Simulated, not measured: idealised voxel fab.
Process module in this document: voxel plated lines
This is section cut - it's 265 nm across, gridded in 5 nm square cells.
Cross-section format: a grid of square cells, given as bands from top to bottom; each band is one or more rows of cells.
Band: top and bottom heights (nm) first, top before bottom; then materials from left to right, widths in nm. "throughout" marks a sole material filling the band edge to edge. "blank" denotes empty space.
We count height from 0. Below that, the starting wafer is all one material. The lowest band never ends at the bottom but goes on down; see "top 0, no bottom" for how that is written.
Per-row width for "30->40": begins at first number (top row of band), ends at second number (bottom row), increment between rows held constant.
You'll sometimes find "no modification" written for a step, and that's the way of saying that nowhere in the cross-section did a cell change during that step.
"Catalogued sealed voids" contains a list of empty spaces, each no smaller than 8 cells and without an open way to the top, written in the form width x height at distance with the distance from the left edge and all three in nm.
Whatever follows a step's settings on its line is a remark the simulator itself makes about that step.
overlay nm: for a step with a mask, the amount by which the mask lay right of where it was planned; a negative amount means left of it.

# Listed below are the process steps as planned
1: RECEIVE (material Si)
2: CONFORMAL_DEP (material SiO2; thk nm 10)
3: DIRECTIONAL_DEP (material TiN; thk nm 5)
4: PATTERN (tone open; mask id LINES; material resist; width nm 30; pitch nm 50; thk nm 35; overlay nm 0)
5: EPI (material Ru; thk nm 10)
6: EPI (material Ru; thk nm 10)
7: EPI (material Ru; thk nm 10)
8: STRIP (etch materials resist)
9: DIRECTIONAL_ETCH (etch materials TiN; depth nm 5)
10: CONFORMAL_DEP (material SiCN; thk nm 5)

# first wafer, as planned

# as received, after step 1
  top 0, no bottom: Si throughout
  Catalogued sealed voids: none

# The following cross-section depicts the wafer upon completion of step 2
  top 10, bottom 0: SiO2 throughout
  Below 0, no change.

# The following cross-section depicts the wafer upon completion of step 3
  top 15, bottom 10: TiN throughout
  Below 10, no change.

# The following cross-section depicts the wafer upon completion of step 4
  top 50, bottom 15: resist 40 nm, blank 30 nm, resist 20 nm, blank 30 nm, resist 20 nm, blank 30 nm, resist 20 nm, blank 30 nm, resist 45 nm
  Below 15, no change.

# The following cross-section depicts the wafer upon completion of step 5
  top 50, bottom 25: resist 40 nm, blank 30 nm, resist 20 nm, blank 30 nm, resist 20 nm, blank 30 nm, resist 20 nm, blank 30 nm, resist 45 nm
  top 25, bottom 15: resist 40 nm, Ru 30 nm, resist 20 nm, Ru 30 nm, resist 20 nm, Ru 30 nm, resist 20 nm, Ru 30 nm, resist 45 nm
  Below 15, no change.

# The following cross-section depicts the wafer upon completion of step 6
  top 50, bottom 35: resist 40 nm, blank 30 nm, resist 20 nm, blank 30 nm, resist 20 nm, blank 30 nm, resist 20 nm, blank 30 nm, resist 45 nm
  top 35, bottom 15: resist 40 nm, Ru 30 nm, resist 20 nm, Ru 30 nm, resist 20 nm, Ru 30 nm, resist 20 nm, Ru 30 nm, resist 45 nm
  Below 15, no change.

# The following cross-section depicts the wafer upon completion of step 7
  top 50, bottom 45: resist 40 nm, blank 30 nm, resist 20 nm, blank 30 nm, resist 20 nm, blank 30 nm, resist 20 nm, blank 30 nm, resist 45 nm
  top 45, bottom 15: resist 40 nm, Ru 30 nm, resist 20 nm, Ru 30 nm, resist 20 nm, Ru 30 nm, resist 20 nm, Ru 30 nm, resist 45 nm
  Below 15, no change.

# The following cross-section depicts the wafer upon completion of step 8
  top 45, bottom 15: blank 40 nm, Ru 30 nm, blank 20 nm, Ru 30 nm, blank 20 nm, Ru 30 nm, blank 20 nm, Ru 30 nm, blank 45 nm
  Below 15, no change.

# The following cross-section depicts the wafer upon completion of step 9
  top 45, bottom 15: blank 40 nm, Ru 30 nm, blank 20 nm, Ru 30 nm, blank 20 nm, Ru 30 nm, blank 20 nm, Ru 30 nm, blank 45 nm
  top 15, bottom 10: blank 40 nm, TiN 30 nm, blank 20 nm, TiN 30 nm, blank 20 nm, TiN 30 nm, blank 20 nm, TiN 30 nm, blank 45 nm
  Below 10, no change.

# The following cross-section depicts the wafer upon completion of step 10
  top 50, bottom 45: blank 35 nm, SiCN 40 nm, blank 10 nm, SiCN 40 nm, blank 10 nm, SiCN 40 nm, blank 10 nm, SiCN 40 nm, blank 40 nm
  top 45, bottom 15: blank 35 nm, SiCN 5 nm, Ru 30 nm, SiCN 5 nm, blank 10 nm, SiCN 5 nm, Ru 30 nm, SiCN 5 nm, blank 10 nm, SiCN 5 nm, Ru 30 nm, SiCN 5 nm, blank 10 nm, SiCN 5 nm, Ru 30 nm, SiCN 5 nm, blank 40 nm
  top 15, bottom 10: SiCN 40 nm, TiN 30 nm, SiCN 20 nm, TiN 30 nm, SiCN 20 nm, TiN 30 nm, SiCN 20 nm, TiN 30 nm, SiCN 45 nm
  Below 10, no change.

# Wafer two. Same start, same plan, one slip in execution. Same as wafer one through step 1, inclusive

# Second wafer profile in section, at the moment step 2 of the plan was meant to be complete
  top 5, bottom 0: TiN throughout
  Below 0, no change.

# Second wafer profile in section, at the moment step 3 of the plan was meant to be complete
  top 15, bottom 5: SiO2 throughout
  Below 5, no change.

# Second wafer profile in section, at the moment step 4 of the plan was meant to be complete
  top 50, bottom 15: resist 40 nm, blank 30 nm, resist 20 nm, blank 30 nm, resist 20 nm, blank 30 nm, resist 20 nm, blank 30 nm, resist 45 nm
  Below 15, no change.

Second wafer profile in section, at the moment step 5 of the plan was meant to be complete: no modification

Second wafer profile in section, at the moment step 6 of the plan was meant to be complete: no modification

Second wafer profile in section, at the moment step 7 of the plan was meant to be complete: no modification

# Second wafer profile in section, at the moment step 8 of the plan was meant to be complete
  top 15, bottom 5: SiO2 throughout
  Below 5, no change.

Second wafer profile in section, at the moment step 9 of the plan was meant to be complete: no modification

# Second wafer profile in section, at the moment step 10 of the plan was meant to be complete
  top 20, bottom 15: SiCN throughout
  Below 15, no change.
The plan and the run diverged here: order of steps 2 and 3 inverted relative to the plan
Bottom line after processing is that, in cells, the second wafer is up or down on some materials versus the first: Ru -144 | SiCN -56 | TiN +29
